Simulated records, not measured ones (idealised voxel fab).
Process module, titled voxel self aligned contacts
Section shown: cut. Width: 275 nm. Cell size: 5 nm, square.
When this document writes out a cross-section, it uses a grid of square cells and lists it as bands, beginning at the top and moving down, with a band standing for one or more rows of cells. Heads up on the band format: heights come first, top then bottom, in nm. After that it's the materials left to right, each with its width in nm. A single material flagged "all across" fills the whole band edge to edge, and "blank" means there's empty space there. Ref level 0: as-received wafer is one material below here. Bottom band extends down with no lower bound ("0 nm and below"). With a width like "30->40", each row of cells in the band differs from the next by the same amount, the top row carrying the first number and the bottom row the second. "no change" (step): cross-section cells unchanged, all of them. Any empty space of 8 cells or more lacking an open way to the top shows up in "Enclosed void inventory" as width x height at distance, distance from the left edge, in nm. after a step's settings: what the simulator itself notes on the step. The line of a step may include "overlay nm". On a step with a mask, this value is how far to the right of its planned place the mask lay. A negative value means the mask lay to the left.

[So here's the lineup of process steps we planned]
1,RECEIVE,material Si
2,OXIDIZE,depth nm 5
3,DIRECTIONAL_DEP,material polySi,thk nm 25
4,DIRECTIONAL_DEP,material SiN,thk nm 25
5,DIRECTIONAL_DEP,material aC,thk nm 15
6,PATTERN,tone cover,mask id GATE,material resist,width nm 35,pitch nm 80,thk nm 30,overlay nm 0
7,DIRECTIONAL_ETCH,etch materials aC,depth nm 15
8,STRIP,etch materials resist
9,DIRECTIONAL_ETCH,etch materials SiN,depth nm 25
10,DIRECTIONAL_ETCH,etch materials polySi,depth nm 25
11,STRIP,etch materials aC
12,CONFORMAL_DEP,material SiN,thk nm 10
13,DIRECTIONAL_ETCH,etch materials SiN,depth nm 10
14,FILL_DEP,material SiO2,thk nm 20
15,CMP,height nm 60
16,DIRECTIONAL_DEP,material aC,thk nm 10
17,PATTERN,tone open,mask id CONTACT,material resist,width nm 55,pitch nm 80,thk nm 25,overlay nm 0
18,DIRECTIONAL_ETCH,etch materials aC,depth nm 10
19,STRIP,etch materials resist
20,DIRECTIONAL_ETCH,etch materials SiO2,depth nm 65
21,STRIP,etch materials aC
22,CONFORMAL_DEP,material TiN,thk nm 5
23,FILL_DEP,material Ru,thk nm 10
24,CMP,height nm 60
25,CONFORMAL_DEP,material SiCN,thk nm 5

[Below: the first of two wafers, run as planned]

[Cross-sectional view of the wafer in its as-received condition, corresponding to the state after step 1]
- 0 nm and below  Si all across
- Enclosed void inventory: none

[Sectional view: wafer, after step 2]
- 0 nm to -5 nm  SiO2 all across
- Anything lower than -5 is untouched.

[Sectional view: wafer, after step 3]
- 25 nm to 0 nm  polySi all across
- Anything lower than 0 is untouched.

[Sectional view: wafer, after step 4]
- 50 nm to 25 nm  SiN all across
- Anything lower than 25 is untouched.

[Sectional view: wafer, after step 5]
- 65 nm to 50 nm  aC all across
- Anything lower than 50 is untouched.

[Sectional view: wafer, after step 6]
- 95 nm to 65 nm  40 blank  35 resist  45 blank  35 resist  45 blank  35 resist  40 blank
- Anything lower than 65 is untouched.

[Sectional view: wafer, after step 7]
- 80 nm to 65 nm  40 blank  35 resist  45 blank  35 resist  45 blank  35 resist  40 blank
- 65 nm to 50 nm  40 blank  35 aC  45 blank  35 aC  45 blank  35 aC  40 blank
- Anything lower than 50 is untouched.

[Sectional view: wafer, after step 8]
- 65 nm to 50 nm  40 blank  35 aC  45 blank  35 aC  45 blank  35 aC  40 blank
- Anything lower than 50 is untouched.

[Sectional view: wafer, after step 9]
- 65 nm to 50 nm  40 blank  35 aC  45 blank  35 aC  45 blank  35 aC  40 blank
- 50 nm to 25 nm  40 blank  35 SiN  45 blank  35 SiN  45 blank  35 SiN  40 blank
- Anything lower than 25 is untouched.

[Sectional view: wafer, after step 10]
- 65 nm to 50 nm  40 blank  35 aC  45 blank  35 aC  45 blank  35 aC  40 blank
- 50 nm to 25 nm  40 blank  35 SiN  45 blank  35 SiN  45 blank  35 SiN  40 blank
- 25 nm to 0 nm  40 blank  35 polySi  45 blank  35 polySi  45 blank  35 polySi  40 blank
- Anything lower than 0 is untouched.

[Sectional view: wafer, after step 11]
- 50 nm to 25 nm  40 blank  35 SiN  45 blank  35 SiN  45 blank  35 SiN  40 blank
- Anything lower than 25 is untouched.

[Sectional view: wafer, after step 12]
- 60 nm to 25 nm  30 blank  55 SiN  25 blank  55 SiN  25 blank  55 SiN  30 blank
- 25 nm to 10 nm  30 blank  10 SiN  35 polySi  10 SiN  25 blank  10 SiN  35 polySi  10 SiN  25 blank  10 SiN  35 polySi  10 SiN  30 blank
- 10 nm to 0 nm  40 SiN  35 polySi  45 SiN  35 polySi  45 SiN  35 polySi  40 SiN
- Anything lower than 0 is untouched.

[Sectional view: wafer, after step 13]
- 50 nm to 25 nm  30 blank  55 SiN  25 blank  55 SiN  25 blank  55 SiN  30 blank
- 25 nm to 0 nm  30 blank  10 SiN  35 polySi  10 SiN  25 blank  10 SiN  35 polySi  10 SiN  25 blank  10 SiN  35 polySi  10 SiN  30 blank
- Anything lower than 0 is untouched.

[Sectional view: wafer, after step 14]
- 70 nm to 50 nm  SiO2 all across
- 50 nm to 25 nm  30 SiO2  55 SiN  25 SiO2  55 SiN  25 SiO2  55 SiN  30 SiO2
- 25 nm to 0 nm  30 SiO2  10 SiN  35 polySi  10 SiN  25 SiO2  10 SiN  35 polySi  10 SiN  25 SiO2  10 SiN  35 polySi  10 SiN  30 SiO2
- Anything lower than 0 is untouched.

[Sectional view: wafer, after step 15]
- 60 nm to 50 nm  SiO2 all across
- Anything lower than 50 is untouched.

[Sectional view: wafer, after step 16]
- 70 nm to 60 nm  aC all across
- Anything lower than 60 is untouched.

[Sectional view: wafer, after step 17]
- 95 nm to 70 nm  70 resist  55 blank  25 resist  55 blank  70 resist
- Anything lower than 70 is untouched.

[Sectional view: wafer, after step 18]
- 85 nm to 70 nm  70 resist  55 blank  25 resist  55 blank  70 resist
- 70 nm to 60 nm  70 aC  55 blank  25 aC  55 blank  70 aC
- Anything lower than 60 is untouched.

[Sectional view: wafer, after step 19]
- 70 nm to 60 nm  70 aC  55 blank  25 aC  55 blank  70 aC
- Anything lower than 60 is untouched.

[Sectional view: wafer, after step 20]
- 70 nm to 60 nm  70 aC  55 blank  25 aC  55 blank  70 aC
- 60 nm to 50 nm  70 SiO2  55 blank  25 SiO2  55 blank  70 SiO2
- 50 nm to 25 nm  30 SiO2  55 SiN  25 blank  55 SiN  25 blank  55 SiN  30 SiO2
- 25 nm to 0 nm  30 SiO2  10 SiN  35 polySi  10 SiN  25 blank  10 SiN  35 polySi  10 SiN  25 blank  10 SiN  35 polySi  10 SiN  30 SiO2
- 0 nm to -5 nm  85 SiO2  25 blank  55 SiO2  25 blank  85 SiO2
- Anything lower than -5 is untouched.

[Sectional view: wafer, after step 21]
- 60 nm to 50 nm  70 SiO2  55 blank  25 SiO2  55 blank  70 SiO2
- Anything lower than 50 is untouched.

[Sectional view: wafer, after step 22]
- 65 nm to 60 nm  75 TiN  45 blank  35 TiN  45 blank  75 TiN
- 60 nm to 50 nm  70 SiO2  5->20 TiN  45->15 blank  5->20 TiN  25 SiO2  5->20 TiN  45->15 blank  5->20 TiN  70 SiO2
- 50 nm to 25 nm  30 SiO2  55 SiN  5 TiN  15 blank  5 TiN  55 SiN  5 TiN  15 blank  5 TiN  55 SiN  30 SiO2
- 25 nm to 0 nm  30 SiO2  10 SiN  35 polySi  10 SiN  5 TiN  15 blank  5 TiN  10 SiN  35 polySi  10 SiN  5 TiN  15 blank  5 TiN  10 SiN  35 polySi  10 SiN  30 SiO2
- 0 nm to -5 nm  85 SiO2  25 TiN  55 SiO2  25 TiN  85 SiO2
- Anything lower than -5 is untouched.

[Sectional view: wafer, after step 23]
- 75 nm to 65 nm  Ru all across
- 65 nm to 60 nm  75 TiN  45 Ru  35 TiN  45 Ru  75 TiN
- 60 nm to 50 nm  70 SiO2  5->20 TiN  45->15 Ru  5->20 TiN  25 SiO2  5->20 TiN  45->15 Ru  5->20 TiN  70 SiO2
- 50 nm to 25 nm  30 SiO2  55 SiN  5 TiN  15 Ru  5 TiN  55 SiN  5 TiN  15 Ru  5 TiN  55 SiN  30 SiO2
- 25 nm to 0 nm  30 SiO2  10 SiN  35 polySi  10 SiN  5 TiN  15 Ru  5 TiN  10 SiN  35 polySi  10 SiN  5 TiN  15 Ru  5 TiN  10 SiN  35 polySi  10 SiN  30 SiO2
- Anything lower than 0 is untouched.

[Sectional view: wafer, after step 24]
- 60 nm to 50 nm  70 SiO2  5->20 TiN  45->15 Ru  5->20 TiN  25 SiO2  5->20 TiN  45->15 Ru  5->20 TiN  70 SiO2
- Anything lower than 50 is untouched.

[Sectional view: wafer, after step 25]
- 65 nm to 60 nm  SiCN all across
- Anything lower than 60 is untouched.

[The remaining wafer, second of the two, started like the first and was run to the same plan, except that one mistake was made along the way; the two coincide through step 2, inclusive]

[Cross-sectional representation of the second wafer at the time designated in the plan for the completion of step 3]
- 25 nm to 0 nm  SiN all across
- Anything lower than 0 is untouched.

[Cross-sectional representation of the second wafer at the time designated in the plan for the completion of step 4]
- 50 nm to 25 nm  polySi all across
- Anything lower than 25 is untouched.

[Cross-sectional representation of the second wafer at the time designated in the plan for the completion of step 5]
- 65 nm to 50 nm  aC all across
- Anything lower than 50 is untouched.

[Cross-sectional representation of the second wafer at the time designated in the plan for the completion of step 6]
- 95 nm to 65 nm  40 blank  35 resist  45 blank  35 resist  45 blank  35 resist  40 blank
- Anything lower than 65 is untouched.

[Cross-sectional representation of the second wafer at the time designated in the plan for the completion of step 7]
- 80 nm to 65 nm  40 blank  35 resist  45 blank  35 resist  45 blank  35 resist  40 blank
- 65 nm to 50 nm  40 blank  35 aC  45 blank  35 aC  45 blank  35 aC  40 blank
- Anything lower than 50 is untouched.

[Cross-sectional representation of the second wafer at the time designated in the plan for the completion of step 8]
- 65 nm to 50 nm  40 blank  35 aC  45 blank  35 aC  45 blank  35 aC  40 blank
- Anything lower than 50 is untouched.

Cross-sectional representation of the second wafer at the time designated in the plan for the completion of step 9: no change

[Cross-sectional representation of the second wafer at the time designated in the plan for the completion of step 10]
- 65 nm to 50 nm  40 blank  35 aC  45 blank  35 aC  45 blank  35 aC  40 blank
- 50 nm to 25 nm  40 blank  35 polySi  45 blank  35 polySi  45 blank  35 polySi  40 blank
- Anything lower than 25 is untouched.

[Cross-sectional representation of the second wafer at the time designated in the plan for the completion of step 11]
- 50 nm to 25 nm  40 blank  35 polySi  45 blank  35 polySi  45 blank  35 polySi  40 blank
- Anything lower than 25 is untouched.

[Cross-sectional representation of the second wafer at the time designated in the plan for the completion of step 12]
- 60 nm to 50 nm  30 blank  55 SiN  25 blank  55 SiN  25 blank  55 SiN  30 blank
- 50 nm to 35 nm  30 blank  10 SiN  35 polySi  10 SiN  25 blank  10 SiN  35 polySi  10 SiN  25 blank  10 SiN  35 polySi  10 SiN  30 blank
- 35 nm to 25 nm  40 SiN  35 polySi  45 SiN  35 polySi  45 SiN  35 polySi  40 SiN
- Anything lower than 25 is untouched.

[Cross-sectional representation of the second wafer at the time designated in the plan for the completion of step 13]
- 50 nm to 25 nm  30 blank  10 SiN  35 polySi  10 SiN  25 blank  10 SiN  35 polySi  10 SiN  25 blank  10 SiN  35 polySi  10 SiN  30 blank
- Anything lower than 25 is untouched.

[Cross-sectional representation of the second wafer at the time designated in the plan for the completion of step 14]
- 70 nm to 50 nm  SiO2 all across
- 50 nm to 25 nm  30 SiO2  10 SiN  35 polySi  10 SiN  25 SiO2  10 SiN  35 polySi  10 SiN  25 SiO2  10 SiN  35 polySi  10 SiN  30 SiO2
- Anything lower than 25 is untouched.

[Cross-sectional representation of the second wafer at the time designated in the plan for the completion of step 15]
- 60 nm to 50 nm  SiO2 all across
- Anything lower than 50 is untouched.

[Cross-sectional representation of the second wafer at the time designated in the plan for the completion of step 16]
- 70 nm to 60 nm  aC all across
- Anything lower than 60 is untouched.

[Cross-sectional representation of the second wafer at the time designated in the plan for the completion of step 17]
- 95 nm to 70 nm  70 resist  55 blank  25 resist  55 blank  70 resist
- Anything lower than 70 is untouched.

[Cross-sectional representation of the second wafer at the time designated in the plan for the completion of step 18]
- 85 nm to 70 nm  70 resist  55 blank  25 resist  55 blank  70 resist
- 70 nm to 60 nm  70 aC  55 blank  25 aC  55 blank  70 aC
- Anything lower than 60 is untouched.

[Cross-sectional representation of the second wafer at the time designated in the plan for the completion of step 19]
- 70 nm to 60 nm  70 aC  55 blank  25 aC  55 blank  70 aC
- Anything lower than 60 is untouched.

[Cross-sectional representation of the second wafer at the time designated in the plan for the completion of step 20]
- 70 nm to 60 nm  70 aC  55 blank  25 aC  55 blank  70 aC
- 60 nm to 50 nm  70 SiO2  55 blank  25 SiO2  55 blank  70 SiO2
- 50 nm to 25 nm  30 SiO2  10 SiN  35 polySi  10 SiN  25 blank  10 SiN  35 polySi  10 SiN  25 blank  10 SiN  35 polySi  10 SiN  30 SiO2
- Anything lower than 25 is untouched.

[Cross-sectional representation of the second wafer at the time designated in the plan for the completion of step 21]
- 60 nm to 50 nm  70 SiO2  55 blank  25 SiO2  55 blank  70 SiO2
- Anything lower than 50 is untouched.

[Cross-sectional representation of the second wafer at the time designated in the plan for the completion of step 22]
- 65 nm to 60 nm  75 TiN  45 blank  35 TiN  45 blank  75 TiN
- 60 nm to 50 nm  70 SiO2  5->20 TiN  45->15 blank  5->20 TiN  25 SiO2  5->20 TiN  45->15 blank  5->20 TiN  70 SiO2
- 50 nm to 30 nm  30 SiO2  10 SiN  35 polySi  10 SiN  5 TiN  15 blank  5 TiN  10 SiN  35 polySi  10 SiN  5 TiN  15 blank  5 TiN  10 SiN  35 polySi  10 SiN  30 SiO2
- 30 nm to 25 nm  30 SiO2  10 SiN  35 polySi  10 SiN  25 TiN  10 SiN  35 polySi  10 SiN  25 TiN  10 SiN  35 polySi  10 SiN  30 SiO2
- Anything lower than 25 is untouched.

[Cross-sectional representation of the second wafer at the time designated in the plan for the completion of step 23]
- 75 nm to 65 nm  Ru all across
- 65 nm to 60 nm  75 TiN  45 Ru  35 TiN  45 Ru  75 TiN
- 60 nm to 50 nm  70 SiO2  5->20 TiN  45->15 Ru  5->20 TiN  25 SiO2  5->20 TiN  45->15 Ru  5->20 TiN  70 SiO2
- 50 nm to 30 nm  30 SiO2  10 SiN  35 polySi  10 SiN  5 TiN  15 Ru  5 TiN  10 SiN  35 polySi  10 SiN  5 TiN  15 Ru  5 TiN  10 SiN  35 polySi  10 SiN  30 SiO2
- Anything lower than 30 is untouched.

[Cross-sectional representation of the second wafer at the time designated in the plan for the completion of step 24]
- 60 nm to 50 nm  70 SiO2  5->20 TiN  45->15 Ru  5->20 TiN  25 SiO2  5->20 TiN  45->15 Ru  5->20 TiN  70 SiO2
- Anything lower than 50 is untouched.

[Cross-sectional representation of the second wafer at the time designated in the plan for the completion of step 25]
- 65 nm to 60 nm  SiCN all across
- Anything lower than 60 is untouched.
Finding, execution versus plan: steps 3 and 4 swapped
The closing comparison, in cells, has the second wafer with more or fewer of some materials than the first: Ru: 36 fewer | SiN: 110 more | SiO2: 50 fewer | TiN: 24 fewer
